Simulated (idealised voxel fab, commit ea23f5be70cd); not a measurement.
process module | voxel ribs on slabs
cross-section cut | 155 nm wide | cells 5 nm
A cross-section is a grid of square cells, given in bands from the top down. A band is one or more rows of cells.
Each band's line starts with the height of the band's top and of its bottom, in nm. Then come its materials from left to right, each with its width in nm. One material with "throughout" fills the band from edge to edge. "air" is empty space.
Height 0 is the level under which the wafer as received is all one material. The lowest band goes on downwards, as in "0 down".
A width such as "30 to 40" changes by the same amount from each row of cells to the next, from the band's top row to its bottom row.
"no change" after a step means that no cell of the cross-section changed.
closed voids: empty space of 8 cells or more with no open way to the top, each as width x height at its distance from the left edge, in nm
after a step's settings: what the simulator itself notes on the step
overlay nm, on a step with a mask: how far to the right of its planned place the mask lay; to the left if negative
plan
1 op RECEIVE | material Si
2 op DIRECTIONAL_DEP | material SiO2 | thk nm 20
3 op DIRECTIONAL_DEP | material polySi | thk nm 20
4 op PATTERN | tone cover | mask id RIB | material resist | width nm 20 | thk nm 20 | overlay nm 0
5 op DIRECTIONAL_ETCH | etch materials polySi | depth nm 15
6 op STRIP | etch materials resist
7 op PATTERN | tone cover | mask id SLAB | material resist | width nm 60 | thk nm 20 | overlay nm 0
8 op DIRECTIONAL_ETCH | etch materials polySi | depth nm 5
9 op STRIP | etch materials resist
10 op FILL_DEP | material SiO2 | thk nm 25
11 op CMP | height nm 60
12 op DIRECTIONAL_DEP | material W | thk nm 5
13 op PATTERN | tone cover | mask id HEATER | material resist | width nm 30 | thk nm 15 | overlay nm 0
14 op DIRECTIONAL_ETCH | etch materials W | depth nm 5
15 op STRIP | etch materials resist
16 op CONFORMAL_DEP | material SiO2 | thk nm 5
as received, after step 1
  0 down: Si throughout
  closed voids: none
first wafer at the end, as planned
  70 to 65: air 55 | SiO2 40 | air 60
  65 to 60: SiO2 60 | W 30 | SiO2 65
  60 to 40: SiO2 throughout
  40 to 25: SiO2 65 | polySi 20 | SiO2 70
  25 to 20: SiO2 45 | polySi 60 | SiO2 50
  20 to 0: SiO2 throughout
  0 down: Si throughout
  closed voids: none
second wafer at the end: like start, like plan, one mistake
  60 to 55: air 55 | SiO2 40 | air 60
  55 to 50: SiO2 60 | W 30 | SiO2 65
  50 to 40: SiO2 throughout
  40 to 25: SiO2 65 | polySi 20 | SiO2 70
  25 to 20: SiO2 45 | polySi 60 | SiO2 50
  20 to 0: SiO2 throughout
  0 down: Si throughout
  closed voids: none
what went wrong: step 11 ran as: op CMP | height nm 50
at the end the second wafer has, in cells: 62 fewer of SiO2
